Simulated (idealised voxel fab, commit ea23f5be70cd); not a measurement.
Presented below is a process module, voxel self aligned vias.
The cross-section shown here is cut; it is 225 nm wide and divided into square cells measuring 5 nm on a side.
Think of the cross-section as a grid of square cells. We describe it in bands, top to bottom, and each band covers one or more rows of those cells. What a band's entry tells you: where the top is and where the bottom is, as heights in nm, and after that what lies inside, material by material from left to right, each with its width in nm. Empty space is written as the word "air", and a single material marked with the word "edge to edge" occupies the band from edge to edge. Heights are measured from 0, the level below which the as-received wafer is all one material; the lowest band has no bottom and continues downward, written as in "0 down". The two numbers in a width such as "30..40" mark its ends across the band: the first belongs to the top row of cells, the second to the bottom row, and from each row to the next the width moves by the same amount. Reading "identical to before" for a step: not a cell of the cross-section changed in it. Closed-off voids of 8+ cells (no open route to the top) go in "Unvented cavities", written width x height at distance from the left edge, in nm. Formally, on a step line, whatever follows the settings is a remark that the simulator itself makes on the step. overlay nm: where the mask lay relative to plan, measured to the right, on steps with a mask; negatives go left.
### The planned process steps are enumerated hereunder
1,RECEIVE with material Si
2,CONFORMAL_DEP with material SiO2, thk nm 15
3,CONFORMAL_DEP with material SiCN, thk nm 5
4,DIRECTIONAL_DEP with material SiO2, thk nm 20
5,MASKED_ETCH with tone open, mask id LINES, width nm 25, pitch nm 75, etch materials SiO2, depth nm 20, overlay nm 0
6,CONFORMAL_DEP with material TiN, thk nm 5
7,FILL_DEP with material W, thk nm 10
8,CMP with height nm 40
9,SELECTIVE_ETCH with etch materials W Ru TiN, depth nm 5
10,FILL_DEP with material SiN, thk nm 10
11,CMP with height nm 40
12,DIRECTIONAL_DEP with material SiO2, thk nm 15
13,DIRECTIONAL_DEP with material aC, thk nm 10
14,PATTERN with tone open, mask id VIAS, material resist, width nm 45, pitch nm 75, thk nm 30, overlay nm 0
15,DIRECTIONAL_ETCH with etch materials aC, depth nm 10
16,STRIP with etch materials resist
17,DIRECTIONAL_ETCH with etch materials SiO2, depth nm 15
18,DIRECTIONAL_ETCH with etch materials SiN, depth nm 5
19,STRIP with etch materials aC
20,CONFORMAL_DEP with material TiN, thk nm 5
21,FILL_DEP with material Cu, thk nm 10
22,CMP with height nm 55
23,CONFORMAL_DEP with material SiN, thk nm 5
### Cross-section of the wafer as it came to us, i.e., already through step 1
- 0 down | Si edge to edge
- Unvented cavities: none
### Cross-sectional image of the first of two wafers at the end of the module, the run having proceeded as planned
- 60 to 55 | SiN edge to edge
- 55 to 45 | 50 nm SiO2; 5 nm TiN; 35 nm Cu; 5 nm TiN; 30 nm SiO2; 5 nm TiN; 35 nm Cu; 5 nm TiN; 55 nm SiO2
- 45 to 40 | 50 nm SiO2; 15 nm TiN; 15 nm Cu; 15 nm TiN; 30 nm SiO2; 15 nm TiN; 15 nm Cu; 15 nm TiN; 55 nm SiO2
- 40 to 35 | 60 nm SiO2; 25 nm TiN; 50 nm SiO2; 25 nm TiN; 65 nm SiO2
- 35 to 25 | 60 nm SiO2; 5 nm TiN; 15 nm W; 5 nm TiN; 50 nm SiO2; 5 nm TiN; 15 nm W; 5 nm TiN; 65 nm SiO2
- 25 to 20 | 60 nm SiO2; 25 nm TiN; 50 nm SiO2; 25 nm TiN; 65 nm SiO2
- 20 to 15 | SiCN edge to edge
- 15 to 0 | SiO2 edge to edge
- 0 down | Si edge to edge
- Unvented cavities: none
### So this is wafer number two of the two, cut at the end of the module - it started where the first did and had the same plan, we just got one thing wrong running it
- 60 to 55 | SiN edge to edge
- 55 to 45 | 50 nm SiO2; 5 nm TiN; 35 nm Cu; 5 nm TiN; 30 nm SiO2; 5 nm TiN; 35 nm Cu; 5 nm TiN; 55 nm SiO2
- 45 to 40 | 50 nm SiO2; 20 nm TiN; 15 nm Cu; 10 nm TiN; 30 nm SiO2; 20 nm TiN; 15 nm Cu; 10 nm TiN; 55 nm SiO2
- 40 to 35 | 65 nm SiO2; 25 nm TiN; 50 nm SiO2; 25 nm TiN; 60 nm SiO2
- 35 to 25 | 65 nm SiO2; 5 nm TiN; 15 nm W; 5 nm TiN; 50 nm SiO2; 5 nm TiN; 15 nm W; 5 nm TiN; 60 nm SiO2
- 25 to 20 | 65 nm SiO2; 25 nm TiN; 50 nm SiO2; 25 nm TiN; 60 nm SiO2
- 20 to 15 | SiCN edge to edge
- 15 to 0 | SiO2 edge to edge
- 0 down | Si edge to edge
- Unvented cavities: none
Misprocessing identified: contrary to plan, step 5 was performed as MASKED_ETCH with tone open, mask id LINES, width nm 25, pitch nm 75, etch materials SiO2, depth nm 20, overlay nm 5
Final state: per-material cell counts identical on both wafers; locations differ.
